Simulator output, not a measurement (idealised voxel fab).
process module | voxel double patterning
cross-section cut | 260 nm wide | cells 5 nm
A cross-section is a grid of square cells, given in bands from the top down. A band is one or more rows of cells.
Each band's line starts with the height of the band's top and of its bottom, in nm. Then come its materials from left to right, each with its width in nm. One material with "throughout" fills the band from edge to edge. "air" is empty space.
Height 0 is the level under which the wafer as received is all one material. The lowest band goes on downwards, as in "0 down".
A width such as "30 to 40" changes by the same amount from each row of cells to the next, from the band's top row to its bottom row.
"no change" after a step means that no cell of the cross-section changed.
closed voids: empty space of 8 cells or more with no open way to the top, each as width x height at its distance from the left edge, in nm
after a step's settings: what the simulator itself notes on the step
overlay nm, on a step with a mask: how far to the right of its planned place the mask lay; to the left if negative
plan
1 op RECEIVE | material Si
2 op CONFORMAL_DEP | material SiO2 | thk nm 5
3 op DIRECTIONAL_DEP | material TiN | thk nm 15
4 op DIRECTIONAL_DEP | material SiCN | thk nm 10
5 op MASKED_ETCH | tone open | mask id FIRST | width nm 15 | pitch nm 50 | etch materials SiCN | depth nm 10 | overlay nm 0
6 op MASKED_ETCH | tone open | mask id SECOND | width nm 15 | pitch nm 50 | etch materials SiCN | depth nm 10 | overlay nm 0
7 op DIRECTIONAL_ETCH | etch materials TiN | depth nm 15
8 op STRIP | etch materials SiCN
as received, after step 1
  0 down: Si throughout
  closed voids: none
a wafer at the end: this start, this plan, one mistake
  20 to 15: SiO2 throughout
  15 to 0: TiN throughout
  0 down: Si throughout
  closed voids: none
what went wrong: steps 2 and 3 were swapped
